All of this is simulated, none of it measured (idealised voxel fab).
The process module presented herein is designated voxel gate over fins.
We display cut, a cross-section 290 nm in width whose square cells are each 5 nm.
Cross-sections here: square-cell grids, written as top-down lists of bands, a band being one or more rows of cells. Top, bottom (nm), then materials left to right with widths (nm); lone material tagged "throughout" fills the whole band edge to edge; "empty" = empty space. Where do heights start? At 0: under that level the wafer as delivered is made of one material only. And the lowest band has no floor; it just carries on downward, as in "top 0, no bottom". A two-number width, for instance "30->40", indicates that the width is equal to the first number in the top row of the band and to the second number in the bottom row, and that it changes by a constant amount per row of cells. Basically "no modifications" means that step didn't change any cell in the cross-section. Non-vented voids: empty space of 8 cells or more with no open way to the top, each as width x height at its distance from the left edge, in nm. Read whatever lies past the settings on a step's line as the simulator's own remark about the step. "overlay nm" answers the question of how far to the right of plan the mask lay on a step that has a mask, and when it is negative the answer is to the left.
Steps planned for the process:
1 RECEIVE: material Si
2 CONFORMAL_DEP: material SiN, thk nm 5
3 PATTERN: tone cover, mask id FINS, material resist, width nm 15, pitch nm 40, thk nm 15, overlay nm 0
4 DIRECTIONAL_ETCH: etch materials SiN, depth nm 5
5 DIRECTIONAL_ETCH: etch materials Si, depth nm 35
6 STRIP: etch materials resist
7 OXIDIZE: depth nm 5
8 FILL_DEP: material SiO2, thk nm 5
9 CMP: height nm 5
10 SELECTIVE_ETCH: etch materials SiO2, depth nm 20
11 STRIP: etch materials SiN
12 CONFORMAL_DEP: material HfO2, thk nm 5
13 CONFORMAL_DEP: material TiN, thk nm 5
14 FILL_DEP: material W, thk nm 15
15 CMP: height nm 20
16 CONFORMAL_DEP: material SiN, thk nm 10
First of two wafers, processed according to plan:
Shown in cross-section is the wafer as received, that is, as it stands after step 1:
- top 0, no bottom | Si throughout
- Non-vented voids: none
Step 2 done - wafer cross-section:
- top 5, bottom 0 | SiN throughout
- Rest of section, below 0: as before.
Step 3 done - wafer cross-section:
- top 20, bottom 5 | empty 75 nm; resist 15 nm; empty 25 nm; resist 15 nm; empty 25 nm; resist 15 nm; empty 25 nm; resist 15 nm; empty 80 nm
- Rest of section, below 5: as before.
Step 4 done - wafer cross-section:
- top 20, bottom 5 | empty 75 nm; resist 15 nm; empty 25 nm; resist 15 nm; empty 25 nm; resist 15 nm; empty 25 nm; resist 15 nm; empty 80 nm
- top 5, bottom 0 | empty 75 nm; SiN 15 nm; empty 25 nm; SiN 15 nm; empty 25 nm; SiN 15 nm; empty 25 nm; SiN 15 nm; empty 80 nm
- Rest of section, below 0: as before.
Step 5 done - wafer cross-section:
- top 20, bottom 5 | empty 75 nm; resist 15 nm; empty 25 nm; resist 15 nm; empty 25 nm; resist 15 nm; empty 25 nm; resist 15 nm; empty 80 nm
- top 5, bottom 0 | empty 75 nm; SiN 15 nm; empty 25 nm; SiN 15 nm; empty 25 nm; SiN 15 nm; empty 25 nm; SiN 15 nm; empty 80 nm
- top 0, bottom -35 | empty 75 nm; Si 15 nm; empty 25 nm; Si 15 nm; empty 25 nm; Si 15 nm; empty 25 nm; Si 15 nm; empty 80 nm
- Rest of section, below -35: as before.
Step 6 done - wafer cross-section:
- top 5, bottom 0 | empty 75 nm; SiN 15 nm; empty 25 nm; SiN 15 nm; empty 25 nm; SiN 15 nm; empty 25 nm; SiN 15 nm; empty 80 nm
- Rest of section, below 0: as before.
Step 7 done - wafer cross-section:
- top 5, bottom 0 | empty 75 nm; SiN 15 nm; empty 25 nm; SiN 15 nm; empty 25 nm; SiN 15 nm; empty 25 nm; SiN 15 nm; empty 80 nm
- top 0, bottom -35 | empty 75 nm; SiO2 5 nm; Si 5 nm; SiO2 5 nm; empty 25 nm; SiO2 5 nm; Si 5 nm; SiO2 5 nm; empty 25 nm; SiO2 5 nm; Si 5 nm; SiO2 5 nm; empty 25 nm; SiO2 5 nm; Si 5 nm; SiO2 5 nm; empty 80 nm
- top -35, bottom -40 | SiO2 80 nm; Si 5 nm; SiO2 35 nm; Si 5 nm; SiO2 35 nm; Si 5 nm; SiO2 35 nm; Si 5 nm; SiO2 85 nm
- Rest of section, below -40: as before.
Step 8 done - wafer cross-section:
- top 10, bottom 5 | SiO2 throughout
- top 5, bottom 0 | SiO2 75 nm; SiN 15 nm; SiO2 25 nm; SiN 15 nm; SiO2 25 nm; SiN 15 nm; SiO2 25 nm; SiN 15 nm; SiO2 80 nm
- top 0, bottom -40 | SiO2 80 nm; Si 5 nm; SiO2 35 nm; Si 5 nm; SiO2 35 nm; Si 5 nm; SiO2 35 nm; Si 5 nm; SiO2 85 nm
- Rest of section, below -40: as before.
Step 9 done - wafer cross-section:
- top 5, bottom 0 | SiO2 75 nm; SiN 15 nm; SiO2 25 nm; SiN 15 nm; SiO2 25 nm; SiN 15 nm; SiO2 25 nm; SiN 15 nm; SiO2 80 nm
- Rest of section, below 0: as before.
Step 10 done - wafer cross-section:
- top 5, bottom 0 | empty 75 nm; SiN 15 nm; empty 25 nm; SiN 15 nm; empty 25 nm; SiN 15 nm; empty 25 nm; SiN 15 nm; empty 80 nm
- top 0, bottom -15 | empty 80 nm; Si 5 nm; empty 35 nm; Si 5 nm; empty 35 nm; Si 5 nm; empty 35 nm; Si 5 nm; empty 85 nm
- Rest of section, below -15: as before.
Step 11 done - wafer cross-section:
- top 0, bottom -15 | empty 80 nm; Si 5 nm; empty 35 nm; Si 5 nm; empty 35 nm; Si 5 nm; empty 35 nm; Si 5 nm; empty 85 nm
- Rest of section, below -15: as before.
Step 12 done - wafer cross-section:
- top 5, bottom 0 | empty 75 nm; HfO2 15 nm; empty 25 nm; HfO2 15 nm; empty 25 nm; HfO2 15 nm; empty 25 nm; HfO2 15 nm; empty 80 nm
- top 0, bottom -10 | empty 75 nm; HfO2 5 nm; Si 5 nm; HfO2 5 nm; empty 25 nm; HfO2 5 nm; Si 5 nm; HfO2 5 nm; empty 25 nm; HfO2 5 nm; Si 5 nm; HfO2 5 nm; empty 25 nm; HfO2 5 nm; Si 5 nm; HfO2 5 nm; empty 80 nm
- top -10, bottom -15 | HfO2 80 nm; Si 5 nm; HfO2 35 nm; Si 5 nm; HfO2 35 nm; Si 5 nm; HfO2 35 nm; Si 5 nm; HfO2 85 nm
- Rest of section, below -15: as before.
Step 13 done - wafer cross-section:
- top 10, bottom 5 | empty 70 nm; TiN 25 nm; empty 15 nm; TiN 25 nm; empty 15 nm; TiN 25 nm; empty 15 nm; TiN 25 nm; empty 75 nm
- top 5, bottom 0 | empty 70 nm; TiN 5 nm; HfO2 15 nm; TiN 5 nm; empty 15 nm; TiN 5 nm; HfO2 15 nm; TiN 5 nm; empty 15 nm; TiN 5 nm; HfO2 15 nm; TiN 5 nm; empty 15 nm; TiN 5 nm; HfO2 15 nm; TiN 5 nm; empty 75 nm
- top 0, bottom -5 | empty 70 nm; TiN 5 nm; HfO2 5 nm; Si 5 nm; HfO2 5 nm; TiN 5 nm; empty 15 nm; TiN 5 nm; HfO2 5 nm; Si 5 nm; HfO2 5 nm; TiN 5 nm; empty 15 nm; TiN 5 nm; HfO2 5 nm; Si 5 nm; HfO2 5 nm; TiN 5 nm; empty 15 nm; TiN 5 nm; HfO2 5 nm; Si 5 nm; HfO2 5 nm; TiN 5 nm; empty 75 nm
- top -5, bottom -10 | TiN 75 nm; HfO2 5 nm; Si 5 nm; HfO2 5 nm; TiN 25 nm; HfO2 5 nm; Si 5 nm; HfO2 5 nm; TiN 25 nm; HfO2 5 nm; Si 5 nm; HfO2 5 nm; TiN 25 nm; HfO2 5 nm; Si 5 nm; HfO2 5 nm; TiN 80 nm
- Rest of section, below -10: as before.
Step 14 done - wafer cross-section:
- top 25, bottom 10 | W throughout
- top 10, bottom 5 | W 70 nm; TiN 25 nm; W 15 nm; TiN 25 nm; W 15 nm; TiN 25 nm; W 15 nm; TiN 25 nm; W 75 nm
- top 5, bottom 0 | W 70 nm; TiN 5 nm; HfO2 15 nm; TiN 5 nm; W 15 nm; TiN 5 nm; HfO2 15 nm; TiN 5 nm; W 15 nm; TiN 5 nm; HfO2 15 nm; TiN 5 nm; W 15 nm; TiN 5 nm; HfO2 15 nm; TiN 5 nm; W 75 nm
- top 0, bottom -5 | W 70 nm; TiN 5 nm; HfO2 5 nm; Si 5 nm; HfO2 5 nm; TiN 5 nm; W 15 nm; TiN 5 nm; HfO2 5 nm; Si 5 nm; HfO2 5 nm; TiN 5 nm; W 15 nm; TiN 5 nm; HfO2 5 nm; Si 5 nm; HfO2 5 nm; TiN 5 nm; W 15 nm; TiN 5 nm; HfO2 5 nm; Si 5 nm; HfO2 5 nm; TiN 5 nm; W 75 nm
- Rest of section, below -5: as before.
Step 15 done - wafer cross-section:
- top 20, bottom 10 | W throughout
- Rest of section, below 10: as before.
Step 16 done - wafer cross-section:
- top 30, bottom 20 | SiN throughout
- Rest of section, below 20: as before.
Second wafer, same starting conditions and recipe as the first, one mistake in executing it, nothing differs from the first up to and including step 11:
Here is the second wafer in cross-section at the point where step 12 of the plan should have been done: no modifications
Here is the second wafer in cross-section at the point where step 13 of the plan should have been done:
- top 5, bottom 0 | empty 75 nm; TiN 15 nm; empty 25 nm; TiN 15 nm; empty 25 nm; TiN 15 nm; empty 25 nm; TiN 15 nm; empty 80 nm
- top 0, bottom -10 | empty 75 nm; TiN 5 nm; Si 5 nm; TiN 5 nm; empty 25 nm; TiN 5 nm; Si 5 nm; TiN 5 nm; empty 25 nm; TiN 5 nm; Si 5 nm; TiN 5 nm; empty 25 nm; TiN 5 nm; Si 5 nm; TiN 5 nm; empty 80 nm
- top -10, bottom -15 | TiN 80 nm; Si 5 nm; TiN 35 nm; Si 5 nm; TiN 35 nm; Si 5 nm; TiN 35 nm; Si 5 nm; TiN 85 nm
- Rest of section, below -15: as before.
Here is the second wafer in cross-section at the point where step 14 of the plan should have been done:
- top 20, bottom 5 | W throughout
- top 5, bottom 0 | W 75 nm; TiN 15 nm; W 25 nm; TiN 15 nm; W 25 nm; TiN 15 nm; W 25 nm; TiN 15 nm; W 80 nm
- top 0, bottom -10 | W 75 nm; TiN 5 nm; Si 5 nm; TiN 5 nm; W 25 nm; TiN 5 nm; Si 5 nm; TiN 5 nm; W 25 nm; TiN 5 nm; Si 5 nm; TiN 5 nm; W 25 nm; TiN 5 nm; Si 5 nm; TiN 5 nm; W 80 nm
- Rest of section, below -10: as before.
Here is the second wafer in cross-section at the point where step 15 of the plan should have been done: no modifications
Here is the second wafer in cross-section at the point where step 16 of the plan should have been done:
- top 30, bottom 20 | SiN throughout
- Rest of section, below 20: as before.
What was the processing mistake? step 12 of the plan was omitted and not executed
Bottom line after processing is that, in cells, the second wafer is up or down on some materials versus the first: 82 fewer of HfO2; 82 more of W
